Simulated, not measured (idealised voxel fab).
process module | voxel gate over fins
cross-section cut | 265 nm wide | cells 5 nm
A cross-section is a grid of square cells, given in bands from the top down. A band is one or more rows of cells.
Each band's line starts with the height of the band's top and of its bottom, in nm. Then come its materials from left to right, each with its width in nm. One material with "throughout" fills the band from edge to edge. "air" is empty space.
Height 0 is the level under which the wafer as received is all one material. The lowest band goes on downwards, as in "0 down".
A width such as "30 to 40" changes by the same amount from each row of cells to the next, from the band's top row to its bottom row.
"no change" after a step means that no cell of the cross-section changed.
closed voids: empty space of 8 cells or more with no open way to the top, each as width x height at its distance from the left edge, in nm
after a step's settings: what the simulator itself notes on the step
overlay nm, on a step with a mask: how far to the right of its planned place the mask lay; to the left if negative
plan
1 op RECEIVE | material Si
2 op CONFORMAL_DEP | material SiN | thk nm 5
3 op DIRECTIONAL_DEP | material aC | thk nm 10
4 op PATTERN | tone cover | mask id FINS | material resist | width nm 15 | pitch nm 40 | thk nm 30 | overlay nm 0
5 op DIRECTIONAL_ETCH | etch materials aC | depth nm 10
6 op STRIP | etch materials resist
7 op DIRECTIONAL_ETCH | etch materials SiN | depth nm 5
8 op DIRECTIONAL_ETCH | etch materials Si | depth nm 30
9 op STRIP | etch materials aC
10 op OXIDIZE | depth nm 5
11 op FILL_DEP | material SiO2 | thk nm 15
12 op CMP | height nm 5
13 op SELECTIVE_ETCH | etch materials SiO2 | depth nm 20
14 op STRIP | etch materials SiN
15 op CONFORMAL_DEP | material HfO2 | thk nm 5
16 op CONFORMAL_DEP | material TiN | thk nm 5
17 op FILL_DEP | material W | thk nm 15
18 op CMP | height nm 20
19 op CONFORMAL_DEP | material SiN | thk nm 10
first wafer, as planned
as received, after step 1
  0 down: Si throughout
  closed voids: none
after step 2
  5 to 0: SiN throughout
  below 0: unchanged
after step 3
  15 to 5: aC throughout
  below 5: unchanged
after step 4
  45 to 15: air 105 | resist 15 | air 25 | resist 15 | air 105
  below 15: unchanged
after step 5
  35 to 15: air 105 | resist 15 | air 25 | resist 15 | air 105
  15 to 5: air 105 | aC 15 | air 25 | aC 15 | air 105
  below 5: unchanged
after step 6
  15 to 5: air 105 | aC 15 | air 25 | aC 15 | air 105
  below 5: unchanged
after step 7
  15 to 5: air 105 | aC 15 | air 25 | aC 15 | air 105
  5 to 0: air 105 | SiN 15 | air 25 | SiN 15 | air 105
  below 0: unchanged
after step 8
  15 to 5: air 105 | aC 15 | air 25 | aC 15 | air 105
  5 to 0: air 105 | SiN 15 | air 25 | SiN 15 | air 105
  0 to -30: air 105 | Si 15 | air 25 | Si 15 | air 105
  below -30: unchanged
after step 9
  5 to 0: air 105 | SiN 15 | air 25 | SiN 15 | air 105
  below 0: unchanged
after step 10
  5 to 0: air 105 | SiN 15 | air 25 | SiN 15 | air 105
  0 to -30: air 105 | SiO2 5 | Si 5 | SiO2 5 | air 25 | SiO2 5 | Si 5 | SiO2 5 | air 105
  -30 to -35: SiO2 110 | Si 5 | SiO2 35 | Si 5 | SiO2 110
  below -35: unchanged
after step 11
  20 to 5: SiO2 throughout
  5 to 0: SiO2 105 | SiN 15 | SiO2 25 | SiN 15 | SiO2 105
  0 to -35: SiO2 110 | Si 5 | SiO2 35 | Si 5 | SiO2 110
  below -35: unchanged
after step 12
  5 to 0: SiO2 105 | SiN 15 | SiO2 25 | SiN 15 | SiO2 105
  below 0: unchanged
after step 13
  5 to 0: air 105 | SiN 15 | air 25 | SiN 15 | air 105
  0 to -15: air 110 | Si 5 | air 35 | Si 5 | air 110
  below -15: unchanged
after step 14
  0 to -15: air 110 | Si 5 | air 35 | Si 5 | air 110
  below -15: unchanged
after step 15
  5 to 0: air 105 | HfO2 15 | air 25 | HfO2 15 | air 105
  0 to -10: air 105 | HfO2 5 | Si 5 | HfO2 5 | air 25 | HfO2 5 | Si 5 | HfO2 5 | air 105
  -10 to -15: HfO2 110 | Si 5 | HfO2 35 | Si 5 | HfO2 110
  below -15: unchanged
after step 16
  10 to 5: air 100 | TiN 25 | air 15 | TiN 25 | air 100
  5 to 0: air 100 | TiN 5 | HfO2 15 | TiN 5 | air 15 | TiN 5 | HfO2 15 | TiN 5 | air 100
  0 to -5: air 100 | TiN 5 | HfO2 5 | Si 5 | HfO2 5 | TiN 5 | air 15 | TiN 5 | HfO2 5 | Si 5 | HfO2 5 | TiN 5 | air 100
  -5 to -10: TiN 105 | HfO2 5 | Si 5 | HfO2 5 | TiN 25 | HfO2 5 | Si 5 | HfO2 5 | TiN 105
  below -10: unchanged
after step 17
  25 to 10: W throughout
  10 to 5: W 100 | TiN 25 | W 15 | TiN 25 | W 100
  5 to 0: W 100 | TiN 5 | HfO2 15 | TiN 5 | W 15 | TiN 5 | HfO2 15 | TiN 5 | W 100
  0 to -5: W 100 | TiN 5 | HfO2 5 | Si 5 | HfO2 5 | TiN 5 | W 15 | TiN 5 | HfO2 5 | Si 5 | HfO2 5 | TiN 5 | W 100
  below -5: unchanged
after step 18
  20 to 10: W throughout
  below 10: unchanged
after step 19
  30 to 20: SiN throughout
  below 20: unchanged
second wafer: like start, like plan, one mistake. Through step 18 it matches the first wafer
when step 19 should have ended
  35 to 20: SiN throughout
  below 20: unchanged
what went wrong: step 19 ran as: op CONFORMAL_DEP | material SiN | thk nm 15
at the end the second wafer has, in cells: 53 more of SiN
